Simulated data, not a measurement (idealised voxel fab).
The process module that follows is named voxel released beams.
FYI the section here is cut, 220 nm wide, cells are 5 nm squares.
This document writes a cross-section as a grid whose cells are square, and gives it as bands, listed from the top down; one or more rows of cells form a band. Look at the band entry: it leads with the top's height and the bottom's height in nm. Then it lists the materials left to right, with a width in nm for each. The word "throughout" on a single material says that material fills the band edge to edge. The word "air" is empty space. Measure heights from 0. That's the level where, below it, the as-received wafer is all one material. The lowest band is bottomless and extends downward; write it as in "top 0, no bottom". The width entry "30 to 40" should be interpreted row by row: the top row of cells in the band takes the first number, the bottom row takes the second number, and the change between adjacent rows is uniform throughout. Step note "nothing got changed" = no cross-section cell changed. "Enclosed void inventory" enumerates empty spaces isolated from the top, with no open way to it, that contain at least 8 cells, giving each as width x height at distance from the left edge, all three in nm. Past the settings on a step's line: simulator remark, on that step. overlay nm: how far to the right of its planned place the mask lay on this masked step (negative: to the left).

-- List of planned process steps
1 RECEIVE: material Si
2 CONFORMAL_DEP: material SiN, thk nm 10
3 DIRECTIONAL_DEP: material SiO2, thk nm 10
4 MASKED_ETCH: tone open, mask id ANCHOR, width nm 35, etch materials SiO2, depth nm 10, overlay nm 0
5 CONFORMAL_DEP: material W, thk nm 10
6 DIRECTIONAL_DEP: material aC, thk nm 15
7 PATTERN: tone cover, mask id BEAM, material resist, width nm 110, thk nm 30, overlay nm 0
8 DIRECTIONAL_ETCH: etch materials aC, depth nm 15
9 STRIP: etch materials resist
10 DIRECTIONAL_ETCH: etch materials W, depth nm 10
11 STRIP: etch materials aC
12 STRIP: etch materials SiO2

-- First of two wafers - as planned

-- Cross-section: wafer on arrival = after step 1
  top 0, no bottom | Si throughout
  Enclosed void inventory: none

-- How the wafer stands in section after step 2
  top 10, bottom 0 | SiN throughout
  Anything lower than 0 is untouched.

-- How the wafer stands in section after step 3
  top 20, bottom 10 | SiO2 throughout
  Anything lower than 10 is untouched.

-- How the wafer stands in section after step 4
  top 20, bottom 10 | SiO2=55 / air=35 / SiO2=130
  Anything lower than 10 is untouched.

-- How the wafer stands in section after step 5
  top 30, bottom 20 | W=65 / air=15 / W=140
  top 20, bottom 10 | SiO2=55 / W=35 / SiO2=130
  Anything lower than 10 is untouched.

-- How the wafer stands in section after step 6
  top 45, bottom 35 | aC=65 / air=15 / aC=140
  top 35, bottom 30 | aC throughout
  top 30, bottom 20 | W=65 / aC=15 / W=140
  Anything lower than 20 is untouched.

-- How the wafer stands in section after step 7
  top 75, bottom 45 | air=50 / resist=110 / air=60
  top 45, bottom 35 | aC=65 / resist=15 / aC=140
  Anything lower than 35 is untouched.

-- How the wafer stands in section after step 8
  top 60, bottom 45 | air=50 / resist=110 / air=60
  top 45, bottom 35 | air=50 / aC=15 / resist=15 / aC=80 / air=60
  top 35, bottom 30 | air=50 / aC=110 / air=60
  Anything lower than 30 is untouched.

-- How the wafer stands in section after step 9
  top 45, bottom 35 | air=50 / aC=15 / air=15 / aC=80 / air=60
  Anything lower than 35 is untouched.

-- How the wafer stands in section after step 10
  top 45, bottom 35 | air=50 / aC=15 / air=15 / aC=80 / air=60
  top 35, bottom 30 | air=50 / aC=110 / air=60
  top 30, bottom 20 | air=50 / W=15 / aC=15 / W=80 / air=60
  Anything lower than 20 is untouched.

-- How the wafer stands in section after step 11
  top 30, bottom 20 | air=50 / W=15 / air=15 / W=80 / air=60
  Anything lower than 20 is untouched.

-- How the wafer stands in section after step 12
  top 30, bottom 20 | air=50 / W=15 / air=15 / W=80 / air=60
  top 20, bottom 10 | air=55 / W=35 / air=130
  Anything lower than 10 is untouched.

-- For the second wafer, take the first wafer's start and plan, then add one mistake made in running it; everything through step 3, that step included, is shared with the first

-- Cross-sectional representation of the second wafer at the time designated in the plan for the completion of step 4
  top 20, bottom 10 | air=55 / SiO2=35 / air=130
  Anything lower than 10 is untouched.

-- Cross-sectional representation of the second wafer at the time designated in the plan for the completion of step 5
  top 30, bottom 20 | air=45 / W=55 / air=120
  top 20, bottom 10 | W=55 / SiO2=35 / W=130
  Anything lower than 10 is untouched.

-- Cross-sectional representation of the second wafer at the time designated in the plan for the completion of step 6
  top 45, bottom 35 | air=45 / aC=55 / air=120
  top 35, bottom 30 | aC throughout
  top 30, bottom 20 | aC=45 / W=55 / aC=120
  Anything lower than 20 is untouched.

-- Cross-sectional representation of the second wafer at the time designated in the plan for the completion of step 7
  top 75, bottom 45 | air=50 / resist=110 / air=60
  top 45, bottom 35 | air=45 / aC=55 / resist=60 / air=60
  Anything lower than 35 is untouched.

-- Cross-sectional representation of the second wafer at the time designated in the plan for the completion of step 8
  top 60, bottom 45 | air=50 / resist=110 / air=60
  top 45, bottom 35 | air=50 / aC=50 / resist=60 / air=60
  top 35, bottom 30 | air=50 / aC=110 / air=60
  top 30, bottom 20 | air=45 / W=55 / aC=60 / air=60
  Anything lower than 20 is untouched.

-- Cross-sectional representation of the second wafer at the time designated in the plan for the completion of step 9
  top 45, bottom 35 | air=50 / aC=50 / air=120
  Anything lower than 35 is untouched.

-- Cross-sectional representation of the second wafer at the time designated in the plan for the completion of step 10
  top 45, bottom 35 | air=50 / aC=50 / air=120
  top 35, bottom 30 | air=50 / aC=110 / air=60
  top 30, bottom 20 | air=50 / W=50 / aC=60 / air=60
  top 20, bottom 10 | air=45 / W=10 / SiO2=35 / W=70 / air=60
  Anything lower than 10 is untouched.

-- Cross-sectional representation of the second wafer at the time designated in the plan for the completion of step 11
  top 30, bottom 20 | air=50 / W=50 / air=120
  Anything lower than 20 is untouched.

Cross-sectional representation of the second wafer at the time designated in the plan for the completion of step 12: nothing got changed
what went wrong: the process deviated at step 4: the operation and settings actually run there were MASKED_ETCH: tone cover, mask id ANCHOR, width nm 35, etch materials SiO2, depth nm 10, overlay nm 0
FYI, end of process, the second wafer has more or fewer cells of some materials than the first: SiO2: 14 more
